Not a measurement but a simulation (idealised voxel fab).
You're looking at the process module voxel double patterning.
The figure presents cross-section cut, which has a width of 275 nm and is divided into square cells with an edge length of 5 nm.
The cross-sections in this document take the form of a grid made of square cells. They are written out as bands, in order from top to bottom. Each band consists of one or more rows of cells. A band entry consists of two parts. The first gives the height of the band's top and the height of its bottom, in nm. The rest lists the band's materials from left to right, each with its width in nm. A single material labelled with the word "throughout" fills the band from edge to edge, and the word "air" marks empty space. Heads up on the height convention: 0 is the point under which the incoming wafer is all one material, and the lowest band has no bottom, it just keeps going down, like "0 -> down". So if you see something like "30 to 40" for the width, read it as the top row of the band sitting at the first number and the bottom row at the second, with every row in between moving by the same amount as the last. "nothing changed" after a step means that no cell of the cross-section changed. Basically, "Closed void catalog" tells you about the enclosed voids: empty spaces with no open way to the top, 8 cells or bigger, each written width x height at distance, where distance is from the left edge, all in nm. after a step's settings: what the simulator itself notes on the step. When a step includes a mask, the "overlay nm" setting on its line states how far to the right of its planned place that mask lay, and negative values state how far to the left.
Below is the list of planned process steps
1 RECEIVE: material Si
2 CONFORMAL_DEP: material SiO2, thk nm 10
3 DIRECTIONAL_DEP: material W, thk nm 15
4 DIRECTIONAL_DEP: material SiCN, thk nm 5
5 PATTERN: tone open, mask id FIRST, material resist, width nm 15, pitch nm 50, thk nm 15, overlay nm 0
6 DIRECTIONAL_ETCH: etch materials SiCN, depth nm 5
7 STRIP: etch materials resist
8 PATTERN: tone open, mask id SECOND, material resist, width nm 15, pitch nm 50, thk nm 15, overlay nm 0
9 DIRECTIONAL_ETCH: etch materials SiCN, depth nm 5
10 STRIP: etch materials resist
11 DIRECTIONAL_ETCH: etch materials W, depth nm 15
12 STRIP: etch materials SiCN
First of two wafers: run as planned
Cross-section, incoming material, after step 1
* 0 -> down = Si throughout
* Closed void catalog: none
Wafer section view after processing step 2
* 10 -> 0 = SiO2 throughout
* Beneath the level 0, the cross-section is identical to its previous state.
Wafer section view after processing step 3
* 25 -> 10 = W throughout
* Beneath the level 10, the cross-section is identical to its previous state.
Wafer section view after processing step 4
* 30 -> 25 = SiCN throughout
* Beneath the level 25, the cross-section is identical to its previous state.
Wafer section view after processing step 5
* 45 -> 30 = 80 of resist  15 of air  35 of resist  15 of air  35 of resist  15 of air  80 of resist
* Beneath the level 30, the cross-section is identical to its previous state.
Wafer section view after processing step 6
* 45 -> 30 = 80 of resist  15 of air  35 of resist  15 of air  35 of resist  15 of air  80 of resist
* 30 -> 25 = 80 of SiCN  15 of air  35 of SiCN  15 of air  35 of SiCN  15 of air  80 of SiCN
* Beneath the level 25, the cross-section is identical to its previous state.
Wafer section view after processing step 7
* 30 -> 25 = 80 of SiCN  15 of air  35 of SiCN  15 of air  35 of SiCN  15 of air  80 of SiCN
* Beneath the level 25, the cross-section is identical to its previous state.
Wafer section view after processing step 8
* 45 -> 30 = 105 of resist  15 of air  35 of resist  15 of air  105 of resist
* 30 -> 25 = 80 of SiCN  15 of resist  35 of SiCN  15 of resist  35 of SiCN  15 of resist  80 of SiCN
* Beneath the level 25, the cross-section is identical to its previous state.
Wafer section view after processing step 9
* 45 -> 30 = 105 of resist  15 of air  35 of resist  15 of air  105 of resist
* 30 -> 25 = 80 of SiCN  15 of resist  10 of SiCN  15 of air  10 of SiCN  15 of resist  10 of SiCN  15 of air  10 of SiCN  15 of resist  80 of SiCN
* Beneath the level 25, the cross-section is identical to its previous state.
Wafer section view after processing step 10
* 30 -> 25 = 80 of SiCN  15 of air  10 of SiCN  15 of air  10 of SiCN  15 of air  10 of SiCN  15 of air  10 of SiCN  15 of air  80 of SiCN
* Beneath the level 25, the cross-section is identical to its previous state.
Wafer section view after processing step 11
* 30 -> 25 = 80 of SiCN  15 of air  10 of SiCN  15 of air  10 of SiCN  15 of air  10 of SiCN  15 of air  10 of SiCN  15 of air  80 of SiCN
* 25 -> 10 = 80 of W  15 of air  10 of W  15 of air  10 of W  15 of air  10 of W  15 of air  10 of W  15 of air  80 of W
* Beneath the level 10, the cross-section is identical to its previous state.
Wafer section view after processing step 12
* 25 -> 10 = 80 of W  15 of air  10 of W  15 of air  10 of W  15 of air  10 of W  15 of air  10 of W  15 of air  80 of W
* Beneath the level 10, the cross-section is identical to its previous state.
Second wafer - shared start and plan with the first - one error in running - same as the first up to step 10 inclusive
Second wafer, sectioned view, at step 11's planned end time
* 30 -> 25 = 80 of SiCN  15 of air  10 of SiCN  15 of air  10 of SiCN  15 of air  10 of SiCN  15 of air  10 of SiCN  15 of air  80 of SiCN
* 25 -> 15 = 80 of W  15 of air  10 of W  15 of air  10 of W  15 of air  10 of W  15 of air  10 of W  15 of air  80 of W
* Beneath the level 15, the cross-section is identical to its previous state.
Second wafer, sectioned view, at step 12's planned end time
* 25 -> 15 = 80 of W  15 of air  10 of W  15 of air  10 of W  15 of air  10 of W  15 of air  10 of W  15 of air  80 of W
* Beneath the level 15, the cross-section is identical to its previous state.
Which mistake was made when the wafer was run? step 11 ran with different settings than intended, the actual operation and settings being DIRECTIONAL_ETCH: etch materials W, depth nm 10
Per the end-of-run cell counts, the second wafer holds more or fewer of some materials than the first: W +15
